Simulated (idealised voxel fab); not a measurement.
process module | voxel released beams
cross-section cut | 255 nm wide | cells 5 nm
A cross-section is a grid of square cells, given in bands from the top down. A band is one or more rows of cells.
Each band's line starts with the height of the band's top and of its bottom, in nm. Then come its materials from left to right, each with its width in nm. One material with "throughout" fills the band from edge to edge. "air" is empty space.
Height 0 is the level under which the wafer as received is all one material. The lowest band goes on downwards, as in "0 down".
A width such as "30 to 40" changes by the same amount from each row of cells to the next, from the band's top row to its bottom row.
"no change" after a step means that no cell of the cross-section changed.
closed voids: empty space of 8 cells or more with no open way to the top, each as width x height at its distance from the left edge, in nm
after a step's settings: what the simulator itself notes on the step
overlay nm, on a step with a mask: how far to the right of its planned place the mask lay; to the left if negative
plan
1 op RECEIVE | material Si
2 op CONFORMAL_DEP | material Al2O3 | thk nm 5
3 op DIRECTIONAL_DEP | material SiO2 | thk nm 20
4 op PATTERN | tone open | mask id ANCHOR | material resist | width nm 35 | thk nm 20 | overlay nm 0
5 op DIRECTIONAL_ETCH | etch materials SiO2 | depth nm 20
6 op STRIP | etch materials resist
7 op CONFORMAL_DEP | material SiN | thk nm 15
8 op MASKED_ETCH | tone cover | mask id BEAM | width nm 120 | etch materials SiN | depth nm 15 | overlay nm 0
9 op STRIP | etch materials SiO2
as received, after step 1
  0 down: Si throughout
  closed voids: none
first wafer at the end, as planned
  40 to 25: air 65 | SiN 20 | air 5 | SiN 95 | air 70
  25 to 20: air 70 | SiN 15 | air 5 | SiN 15 | air 150
  20 to 5: air 70 | SiN 35 | air 150
  5 to 0: Al2O3 throughout
  0 down: Si throughout
  closed voids: none
second wafer at the end: like start, like plan, one mistake
  40 to 25: air 65 | SiN 120 | air 70
  25 to 20: Al2O3 throughout
  20 to 0: SiO2 throughout
  0 down: Si throughout
  closed voids: none
what went wrong: steps 2 and 3 were swapped
at the end the second wafer has, in cells: 24 fewer of SiN | 204 more of SiO2
